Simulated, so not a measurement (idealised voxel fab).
Herein follows the process module entitled voxel ribs on slabs.
In the cross-section labelled cut, the width is 270 nm and each square cell is 5 nm.
In what follows, cross-sections appear as grids of square cells, described through bands that run from the top down, where every band is one or more rows of cells. Look at the band entry: it leads with the top's height and the bottom's height in nm. Then it lists the materials left to right, with a width in nm for each. The word "everywhere" on a single material says that material fills the band edge to edge. The word "blank" is empty space. It should be noted that heights are counted from 0, beneath which the wafer as supplied is of one material throughout, and that the lowest band possesses no lower boundary but continues downward, as written in "0 and below". The notation "30->40" denotes a width that varies across the rows of cells in the band, beginning at the first number in the top row, finishing at the second number in the bottom row, and changing by an identical amount from each row to the next. Basically "all unchanged" means that step didn't change any cell in the cross-section. Heads up: "Closed void table" only lists the empty pockets with no open path to the top that are 8 cells or more, and it writes them as width x height at distance, distance from the left edge, in nm. after a step's settings: what the simulator itself notes on the step. If you see "overlay nm" on a step's line and that step has a mask, it's telling you how far right of where it was planned the mask ended up; a negative number means it went left instead.
### Steps planned for the process
1,RECEIVE with material Si
2,DIRECTIONAL_DEP with material SiO2, thk nm 20
3,DIRECTIONAL_DEP with material polySi, thk nm 20
4,DIRECTIONAL_DEP with material aC, thk nm 10
5,PATTERN with tone cover, mask id RIB, material resist, width nm 20, thk nm 30, overlay nm 0
6,DIRECTIONAL_ETCH with etch materials aC, depth nm 10
7,STRIP with etch materials resist
8,DIRECTIONAL_ETCH with etch materials polySi, depth nm 15
9,STRIP with etch materials aC
10,PATTERN with tone cover, mask id SLAB, material resist, width nm 60, thk nm 15, overlay nm 0
11,DIRECTIONAL_ETCH with etch materials polySi, depth nm 5
12,STRIP with etch materials resist
13,FILL_DEP with material SiO2, thk nm 25
14,CMP with height nm 55
15,DIRECTIONAL_DEP with material W, thk nm 5
16,PATTERN with tone cover, mask id HEATER, material resist, width nm 30, thk nm 20, overlay nm 0
17,DIRECTIONAL_ETCH with etch materials W, depth nm 5
18,STRIP with etch materials resist
19,CONFORMAL_DEP with material SiN, thk nm 5
### Wafer as received: cross-section following step 1
- 0 and below | Si everywhere
- Closed void table: none
### Final cross-section, module run with one mistake (start and plan as above)
- 65 down to 60 | 115 blank; 40 SiN; 115 blank
- 60 down to 55 | 120 SiN; 30 W; 120 SiN
- 55 down to 45 | SiO2 everywhere
- 45 down to 30 | 125 SiO2; 20 polySi; 125 SiO2
- 30 down to 25 | 105 SiO2; 60 polySi; 105 SiO2
- 25 down to 0 | SiO2 everywhere
- 0 and below | Si everywhere
- Closed void table: none
Where did the run depart from the plan? step 2 was processed under conditions differing from the plan, specifically as DIRECTIONAL_DEP with material SiO2, thk nm 25
